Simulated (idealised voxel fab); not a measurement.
process module | voxel transistor to metal
cross-section cut | 180 nm wide | cells 5 nm
A cross-section is a grid of square cells, given in bands from the top down. A band is one or more rows of cells.
Each band's line starts with the height of the band's top and of its bottom, in nm. Then come its materials from left to right, each with its width in nm. One material with "throughout" fills the band from edge to edge. "air" is empty space.
Height 0 is the level under which the wafer as received is all one material. The lowest band goes on downwards, as in "0 down".
A width such as "30 to 40" changes by the same amount from each row of cells to the next, from the band's top row to its bottom row.
"no change" after a step means that no cell of the cross-section changed.
closed voids: empty space of 8 cells or more with no open way to the top, each as width x height at its distance from the left edge, in nm
after a step's settings: what the simulator itself notes on the step
overlay nm, on a step with a mask: how far to the right of its planned place the mask lay; to the left if negative
plan
1 op RECEIVE | material Si
2 op OXIDIZE | depth nm 5
3 op CONFORMAL_DEP | material SiN | thk nm 10
4 op PATTERN | tone cover | mask id ACTIVE | material resist | width nm 95 | thk nm 15 | overlay nm 0
5 op DIRECTIONAL_ETCH | etch materials SiN | depth nm 10
6 op DIRECTIONAL_ETCH | etch materials SiO2 | depth nm 5
7 op DIRECTIONAL_ETCH | etch materials Si | depth nm 25
8 op STRIP | etch materials resist
9 op OXIDIZE | depth nm 5
10 op FILL_DEP | material SiO2 | thk nm 15
11 op CMP | height nm 10
12 op SELECTIVE_ETCH | etch materials SiO2 | depth nm 5
13 op STRIP | etch materials SiN
14 op SELECTIVE_ETCH | etch materials SiO2 | depth nm 5
15 op OXIDIZE | depth nm 5
16 op DIRECTIONAL_DEP | material polySi | thk nm 20
17 op DIRECTIONAL_DEP | material SiCN | thk nm 10
18 op MASKED_ETCH | tone cover | mask id GATE | width nm 15 | etch materials SiCN | depth nm 20 | overlay nm 0
19 op MASKED_ETCH | tone cover | mask id GATE | width nm 15 | etch materials polySi | depth nm 30 | overlay nm 0
20 op CONFORMAL_DEP | material SiO2 | thk nm 5
21 op DIRECTIONAL_ETCH | etch materials SiO2 | depth nm 5
22 op CONFORMAL_DEP | material SiN | thk nm 10
23 op DIRECTIONAL_ETCH | etch materials SiN | depth nm 10
24 op DIRECTIONAL_ETCH | etch materials SiO2 | depth nm 5
25 op DIRECTIONAL_ETCH | etch materials Si | depth nm 15
26 op EPI | material nSi | thk nm 20
27 op FILL_DEP | material SiO2 | thk nm 5
28 op CMP | height nm 25
29 op DIRECTIONAL_DEP | material SiO2 | thk nm 10
30 op PATTERN | tone open | mask id CONTACT | material resist | width nm 25 | pitch nm 50 | thk nm 15 | overlay nm 0
31 op DIRECTIONAL_ETCH | etch materials SiO2 | depth nm 25
32 op STRIP | etch materials resist
33 op CONFORMAL_DEP | material TiN | thk nm 5
34 op FILL_DEP | material Ru | thk nm 5
35 op CMP | height nm 35
36 op CONFORMAL_DEP | material SiN | thk nm 5
37 op DIRECTIONAL_DEP | material lowk | thk nm 20
38 op PATTERN | tone open | mask id METAL_1 | material resist | width nm 15 | pitch nm 60 | thk nm 20 | overlay nm 0
39 op DIRECTIONAL_ETCH | etch materials lowk | depth nm 20
40 op DIRECTIONAL_ETCH | etch materials SiN | depth nm 5
41 op STRIP | etch materials resist
42 op CONFORMAL_DEP | material TiN | thk nm 5
43 op FILL_DEP | material W | thk nm 5
44 op CMP | height nm 60
45 op CONFORMAL_DEP | material SiCN | thk nm 5
as received, after step 1
  0 down: Si throughout
  closed voids: none
a wafer at the end: this start, this plan, one mistake
  65 to 60: SiCN throughout
  60 to 40: lowk 50 | TiN 5 | W 5 | TiN 5 | lowk 45 | TiN 5 | W 5 | TiN 5 | lowk 55
  40 to 35: SiN 50 | TiN 15 | SiN 45 | TiN 15 | SiN 55
  35 to 25: SiO2 50 | TiN 5 | Ru 15 to 5 | TiN 5 to 15 | SiO2 25 | TiN 5 to 15 | Ru 15 to 5 | TiN 5 | SiO2 55
  25 to 15: SiO2 50 | TiN 5 | Ru 5 | TiN 5 | SiN 10 | SiO2 5 | polySi 15 | SiO2 5 | SiN 10 | TiN 5 | Ru 5 | TiN 5 | SiO2 55
  15 to 10: SiO2 50 | TiN 15 | SiO2 45 | TiN 15 | SiO2 55
  10 to 0: SiO2 40 | SiN 95 | SiO2 45
  0 to -5: SiO2 throughout
  -5 to -35: SiO2 45 | Si 85 | SiO2 50
  -35 down: Si throughout
  closed voids: none
what went wrong: step 11 was left out
